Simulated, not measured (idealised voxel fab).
process module | voxel tone inversion
The width of the displayed cross-section, cut, is 145 nm; its cells are square, with a size of 5 nm.
Think of the cross-section as a grid of square cells. We describe it in bands, top to bottom, and each band covers one or more rows of those cells. First you get the band's top height and its bottom height, in nm, and then the materials it's made of, left to right, with each width in nm. If you see a single material with "full width", that one covers the band edge to edge. "blank" is empty space. Beneath 0, the wafer as received is one material, and that level is where height counting begins. The lowest band goes on downward without a bottom; it is written like "z 0 and below". Quick explanation for "30..40": the width changes in equal steps down the rows of cells, from the first number in the band's top row to the second number in its bottom row. Take "no modifications" at face value: in the step it is given for, the cross-section changed in none of its cells. "Enclosed internal cavities": sealed empty spaces, 8 cells or more, no open way to top, listed width x height at distance, with distance from the left edge and width, height and distance in nm. It should be noted that, on the line of a given step, the content following the step's settings is a remark produced by the simulator itself with respect to that step. overlay nm: right-of-plan distance of the mask on a masked step; negative values mean left-of-plan.
### Set out below are the planned steps of the process
1) RECEIVE, material Si
2) CONFORMAL_DEP, material SiCN, thk nm 10
3) DIRECTIONAL_DEP, material polySi, thk nm 15
4) PATTERN, tone cover, mask id POSTS, material resist, width nm 20, pitch nm 40, thk nm 25, overlay nm 0
5) DIRECTIONAL_ETCH, etch materials polySi, depth nm 15
6) STRIP, etch materials resist
7) FILL_DEP, material lowk, thk nm 5
8) CMP, height nm 25
9) STRIP, etch materials polySi
10) CONFORMAL_DEP, material TiN, thk nm 5
11) FILL_DEP, material Cu, thk nm 10
12) CMP, height nm 25
13) CONFORMAL_DEP, material SiN, thk nm 5
### As-received state of the wafer in cross-section, equivalent to post-step 1
  z 0 and below = Si full width
  Enclosed internal cavities: none
### Starting wafer: above. Plan: above. Run: one mistake. Cross-section after the module: below
  z 30 to 25 = SiN full width
  z 25 to 15 = 15 of Cu / 5 of TiN / 20 of lowk / 5 of TiN / 10 of Cu / 5 of TiN / 20 of lowk / 5 of TiN / 10 of Cu / 5 of TiN / 20 of lowk / 5 of TiN / 20 of Cu
  z 15 to 10 = 20 of TiN / 20 of lowk / 20 of TiN / 20 of lowk / 20 of TiN / 20 of lowk / 25 of TiN
  z 10 to 0 = SiCN full width
  z 0 and below = Si full width
  Enclosed internal cavities: none
Heads up, the wafer didn't run the way we planned it: step 4 ran differently from the plan; actual operation with settings: PATTERN, tone open, mask id POSTS, material resist, width nm 20, pitch nm 40, thk nm 25, overlay nm 0
